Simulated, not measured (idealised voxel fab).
process module | voxel spacer lines
It is cross-section cut that appears here, measuring 270 nm in width, its square cells being 5 nm in size.
In what follows, cross-sections appear as grids of square cells, described through bands that run from the top down, where every band is one or more rows of cells. Band: top and bottom heights (nm) first, top before bottom; then materials from left to right, widths in nm. "everywhere" marks a sole material filling the band edge to edge. "air" denotes empty space. Heights are measured from 0, the level below which the as-received wafer is all one material; the lowest band has no bottom and continues downward, written as in "0 nm and below". Width "30 to 40": first value at the band's top row of cells, second value at its bottom row, equal change from row to row. Step note "remained the same" = no cross-section cell changed. If an empty space has no open way to the top and is at least 8 cells in size, "Enclosed empty spaces" lists it, written width x height at distance, where distance is measured from the left edge and every value is in nm. What comes after the settings on a step's line is commentary from the simulator itself on that step. overlay nm: where the mask lay relative to plan, measured to the right, on steps with a mask; negatives go left.
PROCESS STEPS - PLAN
| 1 | RECEIVE with material Si |
| 2 | CONFORMAL_DEP with material SiO2, thk nm 5 |
| 3 | DIRECTIONAL_DEP with material TiN, thk nm 10 |
| 4 | DIRECTIONAL_DEP with material aC, thk nm 30 |
| 5 | PATTERN with tone cover, mask id MANDREL, material resist, width nm 15, pitch nm 60, thk nm 40, overlay nm 0 |
| 6 | DIRECTIONAL_ETCH with etch materials aC, depth nm 30 |
| 7 | STRIP with etch materials resist |
| 8 | CONFORMAL_DEP with material SiN, thk nm 15 |
| 9 | DIRECTIONAL_ETCH with etch materials SiN, depth nm 15 |
| 10 | STRIP with etch materials aC |
| 11 | DIRECTIONAL_ETCH with etch materials TiN, depth nm 10 |
| 12 | STRIP with etch materials SiN |
| 13 | FILL_DEP with material SiO2, thk nm 10 |
| 14 | CMP with height nm 15 |
AS RECEIVED (POST STEP 1): CROSS-SECTION
> 0 nm and below | Si everywhere
> Enclosed empty spaces: none
CROSS-SECTIONAL VIEW OF THE FIRST OF THE TWO WAFERS UPON COMPLETION OF THE MODULE, PROCESSED IN ACCORDANCE WITH THE PLAN
> 15 nm to 5 nm | SiO2 (50) / TiN (15) / SiO2 (15) / TiN (15) / SiO2 (15) / TiN (15) / SiO2 (15) / TiN (15) / SiO2 (15) / TiN (15) / SiO2 (15) / TiN (15) / SiO2 (55)
> 5 nm to 0 nm | SiO2 everywhere
> 0 nm and below | Si everywhere
> Enclosed empty spaces: none
WHAT THE SECOND WAFER LOOKS LIKE IN CROSS-SECTION ONCE THE MODULE IS DONE. ITS START AND ITS PLAN MATCHED THE FIRST WAFER'S EXACTLY; WHAT DIFFERED WAS ONE MISTAKE IN HOW IT WAS RUN
> 5 nm to 0 nm | SiO2 everywhere
> 0 nm and below | Si everywhere
> Enclosed empty spaces: none
Deviation noted in wafer processing: in deviation from the planned setting, step 14 was conducted as CMP with height nm 5
Final cells, second wafer relative to first, materials higher or lower: 72 fewer of SiO2; 36 fewer of TiN
